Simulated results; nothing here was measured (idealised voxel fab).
process module | voxel capacitor over wiring
cross-section cut | 230 nm wide | cells 5 nm
A cross-section is a grid of square cells, given in bands from the top down. A band is one or more rows of cells.
Each band's line starts with the height of the band's top and of its bottom, in nm. Then come its materials from left to right, each with its width in nm. One material with "throughout" fills the band from edge to edge. "air" is empty space.
Height 0 is the level under which the wafer as received is all one material. The lowest band goes on downwards, as in "0 down".
A width such as "30 to 40" changes by the same amount from each row of cells to the next, from the band's top row to its bottom row.
"no change" after a step means that no cell of the cross-section changed.
closed voids: empty space of 8 cells or more with no open way to the top, each as width x height at its distance from the left edge, in nm
after a step's settings: what the simulator itself notes on the step
overlay nm, on a step with a mask: how far to the right of its planned place the mask lay; to the left if negative
plan
1 op RECEIVE | material Si
2 op CONFORMAL_DEP | material SiO2 | thk nm 15
3 op CONFORMAL_DEP | material SiCN | thk nm 5
4 op DIRECTIONAL_DEP | material lowk | thk nm 25
5 op DIRECTIONAL_DEP | material aC | thk nm 15
6 op PATTERN | tone open | mask id METAL_1 | material resist | width nm 25 | pitch nm 95 | thk nm 35 | overlay nm 0
7 op DIRECTIONAL_ETCH | etch materials aC | depth nm 15
8 op STRIP | etch materials resist
9 op DIRECTIONAL_ETCH | etch materials lowk | depth nm 25
10 op DIRECTIONAL_ETCH | etch materials SiCN | depth nm 5
11 op STRIP | etch materials aC
12 op CONFORMAL_DEP | material TiN | thk nm 5
13 op FILL_DEP | material Ru | thk nm 5
14 op CMP | height nm 45
15 op CONFORMAL_DEP | material SiCN | thk nm 5
16 op DIRECTIONAL_DEP | material lowk | thk nm 15
17 op DIRECTIONAL_DEP | material aC | thk nm 15
18 op PATTERN | tone open | mask id PLUG_1 | material resist | width nm 15 | thk nm 30 | overlay nm 0
19 op DIRECTIONAL_ETCH | etch materials aC | depth nm 15
20 op STRIP | etch materials resist
21 op DIRECTIONAL_ETCH | etch materials lowk | depth nm 15
22 op DIRECTIONAL_ETCH | etch materials SiCN | depth nm 5
23 op STRIP | etch materials aC
24 op CONFORMAL_DEP | material TiN | thk nm 5
25 op FILL_DEP | material W | thk nm 5
26 op CMP | height nm 65
27 op DIRECTIONAL_DEP | material TiN | thk nm 5
28 op DIRECTIONAL_DEP | material Al2O3 | thk nm 5
29 op DIRECTIONAL_DEP | material TiN | thk nm 5
30 op DIRECTIONAL_DEP | material aC | thk nm 10
31 op PATTERN | tone cover | mask id UPPER_PLATE | material resist | width nm 75 | thk nm 30 | overlay nm 0
32 op DIRECTIONAL_ETCH | etch materials aC | depth nm 10
33 op STRIP | etch materials resist
34 op DIRECTIONAL_ETCH | etch materials TiN | depth nm 5
35 op DIRECTIONAL_ETCH | etch materials Al2O3 | depth nm 5
36 op STRIP | etch materials aC
37 op MASKED_ETCH | tone cover | mask id LOWER_PLATE | width nm 85 | etch materials TiN | depth nm 5 | overlay nm 0
38 op FILL_DEP | material SiO2 | thk nm 20
39 op CMP | height nm 95
40 op PATTERN | tone open | mask id PLUG_2 | material resist | width nm 15 | thk nm 15 | overlay nm 0
41 op DIRECTIONAL_ETCH | etch materials SiO2 | depth nm 15
42 op STRIP | etch materials resist
43 op CONFORMAL_DEP | material TiN | thk nm 5
44 op FILL_DEP | material Cu | thk nm 5
45 op CMP | height nm 95
46 op CONFORMAL_DEP | material SiCN | thk nm 5
as received, after step 1
  0 down: Si throughout
  closed voids: none
first wafer at the end, as planned
  100 to 95: SiCN throughout
  95 to 85: SiO2 75 | TiN 5 | Cu 5 | TiN 5 | SiO2 140
  85 to 75: SiO2 75 to 65 | TiN 15 to 75 | SiO2 140 to 90
  75 to 70: SiO2 65 | Al2O3 75 | SiO2 90
  70 to 65: SiO2 60 | TiN 85 | SiO2 85
  65 to 50: lowk 65 | TiN 5 | W 5 | TiN 5 | lowk 150
  50 to 45: SiCN 65 | TiN 15 | SiCN 150
  45 to 20: lowk 55 | TiN 5 | Ru 15 | TiN 5 | lowk 70 | TiN 5 | Ru 15 | TiN 5 | lowk 55
  20 to 15: SiCN 55 | TiN 25 | SiCN 70 | TiN 25 | SiCN 55
  15 to 0: SiO2 throughout
  0 down: Si throughout
  closed voids: none
second wafer at the end: like start, like plan, one mistake
  100 to 95: SiCN throughout
  95 to 85: SiO2 75 | TiN 5 | Cu 5 | TiN 5 | SiO2 140
  85 to 80: SiO2 75 | TiN 15 | SiO2 140
  80 to 75: SiO2 throughout
  75 to 65: SiO2 65 to 60 | TiN 75 to 85 | SiO2 90 to 85
  65 to 50: lowk 65 | TiN 5 | W 5 | TiN 5 | lowk 150
  50 to 45: SiCN 65 | TiN 15 | SiCN 150
  45 to 20: lowk 55 | TiN 5 | Ru 15 | TiN 5 | lowk 70 | TiN 5 | Ru 15 | TiN 5 | lowk 55
  20 to 15: SiCN 55 | TiN 25 | SiCN 70 | TiN 25 | SiCN 55
  15 to 0: SiO2 throughout
  0 down: Si throughout
  closed voids: none
what went wrong: step 28 was left out
at the end the second wafer has, in cells: 15 fewer of Al2O3 | 15 more of SiO2
